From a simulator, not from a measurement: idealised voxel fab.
process module | voxel self aligned vias
cross-section cut | 190 nm wide | cells 5 nm
A cross-section is a grid of square cells, given in bands from the top down. A band is one or more rows of cells.
Each band's line starts with the height of the band's top and of its bottom, in nm. Then come its materials from left to right, each with its width in nm. One material with "throughout" fills the band from edge to edge. "air" is empty space.
Height 0 is the level under which the wafer as received is all one material. The lowest band goes on downwards, as in "0 down".
A width such as "30 to 40" changes by the same amount from each row of cells to the next, from the band's top row to its bottom row.
"no change" after a step means that no cell of the cross-section changed.
closed voids: empty space of 8 cells or more with no open way to the top, each as width x height at its distance from the left edge, in nm
after a step's settings: what the simulator itself notes on the step
overlay nm, on a step with a mask: how far to the right of its planned place the mask lay; to the left if negative
plan
1 op RECEIVE | material Si
2 op CONFORMAL_DEP | material SiO2 | thk nm 10
3 op CONFORMAL_DEP | material SiCN | thk nm 5
4 op DIRECTIONAL_DEP | material SiO2 | thk nm 25
5 op PATTERN | tone open | mask id LINES | material resist | width nm 30 | pitch nm 80 | thk nm 20 | overlay nm 0
6 op DIRECTIONAL_ETCH | etch materials SiO2 | depth nm 25
7 op STRIP | etch materials resist
8 op CONFORMAL_DEP | material TiN | thk nm 5
9 op FILL_DEP | material Ru | thk nm 10
10 op CMP | height nm 40
11 op SELECTIVE_ETCH | etch materials W Ru TiN | depth nm 10
12 op FILL_DEP | material SiN | thk nm 10
13 op CMP | height nm 40
14 op DIRECTIONAL_DEP | material SiO2 | thk nm 15
15 op MASKED_ETCH | tone open | mask id VIAS | width nm 50 | pitch nm 80 | etch materials SiO2 | depth nm 15 | overlay nm 0
16 op MASKED_ETCH | tone open | mask id VIAS | width nm 50 | pitch nm 80 | etch materials SiN | depth nm 10 | overlay nm 0
17 op CONFORMAL_DEP | material TiN | thk nm 5
18 op FILL_DEP | material Cu | thk nm 10
19 op CMP | height nm 55
20 op CONFORMAL_DEP | material SiCN | thk nm 5
first wafer, as planned
as received, after step 1
  0 down: Si throughout
  closed voids: none
after step 2
  10 to 0: SiO2 throughout
  below 0: unchanged
after step 3
  15 to 10: SiCN throughout
  below 10: unchanged
after step 4
  40 to 15: SiO2 throughout
  below 15: unchanged
after step 5
  60 to 40: resist 40 | air 30 | resist 50 | air 30 | resist 40
  below 40: unchanged
after step 6
  60 to 40: resist 40 | air 30 | resist 50 | air 30 | resist 40
  40 to 15: SiO2 40 | air 30 | SiO2 50 | air 30 | SiO2 40
  below 15: unchanged
after step 7
  40 to 15: SiO2 40 | air 30 | SiO2 50 | air 30 | SiO2 40
  below 15: unchanged
after step 8
  45 to 40: TiN 45 | air 20 | TiN 60 | air 20 | TiN 45
  40 to 20: SiO2 40 | TiN 5 | air 20 | TiN 5 | SiO2 50 | TiN 5 | air 20 | TiN 5 | SiO2 40
  20 to 15: SiO2 40 | TiN 30 | SiO2 50 | TiN 30 | SiO2 40
  below 15: unchanged
after step 9
  55 to 45: Ru throughout
  45 to 40: TiN 45 | Ru 20 | TiN 60 | Ru 20 | TiN 45
  40 to 20: SiO2 40 | TiN 5 | Ru 20 | TiN 5 | SiO2 50 | TiN 5 | Ru 20 | TiN 5 | SiO2 40
  below 20: unchanged
after step 10
  40 to 20: SiO2 40 | TiN 5 | Ru 20 | TiN 5 | SiO2 50 | TiN 5 | Ru 20 | TiN 5 | SiO2 40
  below 20: unchanged
after step 11
  40 to 30: SiO2 40 | air 30 | SiO2 50 | air 30 | SiO2 40
  below 30: unchanged
after step 12
  50 to 40: SiN throughout
  40 to 30: SiO2 40 | SiN 30 | SiO2 50 | SiN 30 | SiO2 40
  below 30: unchanged
after step 13
  40 to 30: SiO2 40 | SiN 30 | SiO2 50 | SiN 30 | SiO2 40
  below 30: unchanged
after step 14
  55 to 40: SiO2 throughout
  below 40: unchanged
after step 15
  55 to 40: SiO2 30 | air 50 | SiO2 30 | air 50 | SiO2 30
  below 40: unchanged
after step 16
  55 to 40: SiO2 30 | air 50 | SiO2 30 | air 50 | SiO2 30
  40 to 30: SiO2 40 | air 30 | SiO2 50 | air 30 | SiO2 40
  below 30: unchanged
after step 17
  60 to 55: TiN 35 | air 40 | TiN 40 | air 40 | TiN 35
  55 to 45: SiO2 30 | TiN 5 | air 40 | TiN 5 | SiO2 30 | TiN 5 | air 40 | TiN 5 | SiO2 30
  45 to 35: SiO2 30 to 40 | TiN 15 to 5 | air 20 | TiN 15 to 5 | SiO2 30 to 50 | TiN 15 to 5 | air 20 | TiN 15 to 5 | SiO2 30 to 40
  35 to 30: SiO2 40 | TiN 30 | SiO2 50 | TiN 30 | SiO2 40
  below 30: unchanged
after step 18
  70 to 60: Cu throughout
  60 to 55: TiN 35 | Cu 40 | TiN 40 | Cu 40 | TiN 35
  55 to 45: SiO2 30 | TiN 5 | Cu 40 | TiN 5 | SiO2 30 | TiN 5 | Cu 40 | TiN 5 | SiO2 30
  45 to 35: SiO2 30 to 40 | TiN 15 to 5 | Cu 20 | TiN 15 to 5 | SiO2 30 to 50 | TiN 15 to 5 | Cu 20 | TiN 15 to 5 | SiO2 30 to 40
  below 35: unchanged
after step 19
  55 to 45: SiO2 30 | TiN 5 | Cu 40 | TiN 5 | SiO2 30 | TiN 5 | Cu 40 | TiN 5 | SiO2 30
  below 45: unchanged
after step 20
  60 to 55: SiCN throughout
  below 55: unchanged
second wafer: like start, like plan, one mistake. Through step 2 it matches the first wafer
when step 3 should have ended: no change
when step 4 should have ended
  35 to 0: SiO2 throughout
  below 0: unchanged
when step 5 should have ended
  55 to 35: resist 40 | air 30 | resist 50 | air 30 | resist 40
  below 35: unchanged
when step 6 should have ended
  55 to 35: resist 40 | air 30 | resist 50 | air 30 | resist 40
  35 to 10: SiO2 40 | air 30 | SiO2 50 | air 30 | SiO2 40
  below 10: unchanged
when step 7 should have ended
  35 to 10: SiO2 40 | air 30 | SiO2 50 | air 30 | SiO2 40
  below 10: unchanged
when step 8 should have ended
  40 to 35: TiN 45 | air 20 | TiN 60 | air 20 | TiN 45
  35 to 15: SiO2 40 | TiN 5 | air 20 | TiN 5 | SiO2 50 | TiN 5 | air 20 | TiN 5 | SiO2 40
  15 to 10: SiO2 40 | TiN 30 | SiO2 50 | TiN 30 | SiO2 40
  below 10: unchanged
when step 9 should have ended
  50 to 40: Ru throughout
  40 to 35: TiN 45 | Ru 20 | TiN 60 | Ru 20 | TiN 45
  35 to 15: SiO2 40 | TiN 5 | Ru 20 | TiN 5 | SiO2 50 | TiN 5 | Ru 20 | TiN 5 | SiO2 40
  below 15: unchanged
when step 10 should have ended
  40 to 35: TiN 45 | Ru 20 | TiN 60 | Ru 20 | TiN 45
  below 35: unchanged
when step 11 should have ended
  35 to 30: SiO2 40 | air 30 | SiO2 50 | air 30 | SiO2 40
  below 30: unchanged
when step 12 should have ended
  45 to 35: SiN throughout
  35 to 30: SiO2 40 | SiN 30 | SiO2 50 | SiN 30 | SiO2 40
  below 30: unchanged
when step 13 should have ended
  40 to 35: SiN throughout
  below 35: unchanged
when step 14 should have ended
  55 to 40: SiO2 throughout
  below 40: unchanged
when step 15 should have ended
  55 to 40: SiO2 30 | air 50 | SiO2 30 | air 50 | SiO2 30
  below 40: unchanged
when step 16 should have ended
  55 to 40: SiO2 30 | air 50 | SiO2 30 | air 50 | SiO2 30
  40 to 35: SiN 30 | air 50 | SiN 30 | air 50 | SiN 30
  35 to 30: SiO2 40 | air 30 | SiO2 50 | air 30 | SiO2 40
  below 30: unchanged
when step 17 should have ended
  60 to 55: TiN 35 | air 40 | TiN 40 | air 40 | TiN 35
  55 to 40: SiO2 30 | TiN 5 | air 40 | TiN 5 | SiO2 30 | TiN 5 | air 40 | TiN 5 | SiO2 30
  40 to 35: SiN 30 | TiN 15 | air 20 | TiN 15 | SiN 30 | TiN 15 | air 20 | TiN 15 | SiN 30
  35 to 30: SiO2 40 | TiN 30 | SiO2 50 | TiN 30 | SiO2 40
  below 30: unchanged
when step 18 should have ended
  70 to 60: Cu throughout
  60 to 55: TiN 35 | Cu 40 | TiN 40 | Cu 40 | TiN 35
  55 to 40: SiO2 30 | TiN 5 | Cu 40 | TiN 5 | SiO2 30 | TiN 5 | Cu 40 | TiN 5 | SiO2 30
  40 to 35: SiN 30 | TiN 15 | Cu 20 | TiN 15 | SiN 30 | TiN 15 | Cu 20 | TiN 15 | SiN 30
  below 35: unchanged
when step 19 should have ended
  55 to 40: SiO2 30 | TiN 5 | Cu 40 | TiN 5 | SiO2 30 | TiN 5 | Cu 40 | TiN 5 | SiO2 30
  below 40: unchanged
when step 20 should have ended
  60 to 55: SiCN throughout
  below 55: unchanged
what went wrong: step 3 was left out
at the end the second wafer has, in cells: 8 more of Cu | 8 more of Ru | 38 fewer of SiCN | 18 more of SiN | 4 more of TiN
